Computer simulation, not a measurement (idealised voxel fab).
Name of the process module below: voxel plated lines
Square cells of 5 nm make up the cross-section cut, whose width is 260 nm.
Think of the cross-section as a grid of square cells. We describe it in bands, top to bottom, and each band covers one or more rows of those cells.
Per band: top height and bottom height in nm, followed by the left-to-right materials and their widths in nm; "full width" marks a single material spanning edge to edge, "air" marks empty space.
For the purposes of this specification, 0 denotes the height below which the wafer in its as-received condition is composed wholly of one material, and the lowermost band, lacking a lower limit, extends downward without end, as expressed in "0 down".
Graded width ("30 to 40"): value in top row of band = first number; value in bottom row = second number; row-to-row change constant.
Key: "all unchanged" - step with no changed cell in the cross-section.
"Unvented cavities" - sealed voids, min. 8 cells, no opening to top; format: width x height at distance (distance from left edge; nm throughout).
Past the settings on a step's line: simulator remark, on that step.
Among the settings permitted on a step's line is "overlay nm"; applied to a step with a mask, it specifies the extent to which the mask lay to the right of its planned position, whereas a negative figure signifies a position to the left.

## Planned process steps
1,RECEIVE: material Si
2,CONFORMAL_DEP: material SiN, thk nm 15
3,DIRECTIONAL_DEP: material TiN, thk nm 5
4,PATTERN: tone open, mask id LINES, material resist, width nm 15, pitch nm 30, thk nm 15, overlay nm 0
5,EPI: material Ru, thk nm 10
6,STRIP: etch materials resist
7,DIRECTIONAL_ETCH: etch materials TiN, depth nm 5
8,CONFORMAL_DEP: material SiCN, thk nm 10

## Cross-section of the wafer as it came to us, i.e., already through step 1
    0 down  Si full width
    Unvented cavities: none

## This is how the wafer looks in cross-section once the module is done, given the starting state and plan above and one mistake in carrying the plan out
    25 to 15  air 80  SiCN 95  air 85
    15 to 10  air 80  SiCN 10  Ru 15  SiCN 15  Ru 15  SiCN 15  Ru 15  SiCN 10  air 85
    10 to 5  SiCN 90  Ru 15  SiCN 15  Ru 15  SiCN 15  Ru 15  SiCN 95
    5 to 0  SiCN 90  TiN 15  SiCN 15  TiN 15  SiCN 15  TiN 15  SiCN 95
    0 down  Si full width
    Unvented cavities: none
In executing the process, a mistake was made relative to the plan: step 2 of the plan did not run at all; it was left out
